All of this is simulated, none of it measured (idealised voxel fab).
The following process module bears the name voxel tone inversion.
This is section cut - it's 240 nm across, gridded in 5 nm square cells.
When this document writes out a cross-section, it uses a grid of square cells and lists it as bands, beginning at the top and moving down, with a band standing for one or more rows of cells. The band entry comprises the height of the band's top followed by the height of its bottom, expressed in nm, and subsequently the band's materials from left to right, each stated together with its width in nm. Where a single material is marked with the word "full width", that material fills the band from edge to edge. The word "blank" represents empty space. Counting heights begins at 0, where everything beneath is, in the wafer as received, one material. The lowest band has no bottom; it goes on downwards, as "from 0 down" shows. The expression "30..40" gives the width at the extremes of the band, the first number at its top row of cells and the second at its bottom row, with the width changing by equal amounts from each row to the next in between. "nothing different" after a step means that no cell of the cross-section changed. Basically, "Closed void roster" tells you about the enclosed voids: empty spaces with no open way to the top, 8 cells or bigger, each written width x height at distance, where distance is from the left edge, all in nm. That trailing text on a step's line, after the settings, is the simulator's own remark on the step. Steps that use a mask can have "overlay nm" on their line. It says how far the mask sat to the right of where it was meant to be. Negative means to the left.
### Process steps foreseen in the plan
1 RECEIVE with material Si
2 CONFORMAL_DEP with material SiN, thk nm 5
3 DIRECTIONAL_DEP with material polySi, thk nm 20
4 PATTERN with tone cover, mask id POSTS, material resist, width nm 15, pitch nm 45, thk nm 25, overlay nm 0
5 DIRECTIONAL_ETCH with etch materials polySi, depth nm 20
6 STRIP with etch materials resist
7 FILL_DEP with material lowk, thk nm 10
8 CMP with height nm 25
9 STRIP with etch materials polySi
10 CONFORMAL_DEP with material TiN, thk nm 5
11 FILL_DEP with material Cu, thk nm 10
12 CMP with height nm 25
13 CONFORMAL_DEP with material SiCN, thk nm 5
### Step 1 complete: cross-section of the wafer as received
	from 0 down: Si full width
	Closed void roster: none
### The plan above was carried out on the starting structure above with one mistake, and this cross-section shows the wafer at the end of the module
	from 30 to 25: SiCN full width
	from 25 to 10: 45 nm lowk  5 nm TiN  5 nm Cu  5 nm TiN  30 nm lowk  5 nm TiN  5 nm Cu  5 nm TiN  30 nm lowk  5 nm TiN  5 nm Cu  5 nm TiN  30 nm lowk  5 nm TiN  5 nm Cu  5 nm TiN  45 nm lowk
	from 10 to 5: 45 nm lowk  15 nm TiN  30 nm lowk  15 nm TiN  30 nm lowk  15 nm TiN  30 nm lowk  15 nm TiN  45 nm lowk
	from 5 to 0: lowk full width
	from 0 down: Si full width
	Closed void roster: none
In executing the process, a mistake was made relative to the plan: step 2: run off-plan, actual operation and settings CONFORMAL_DEP with material lowk, thk nm 5
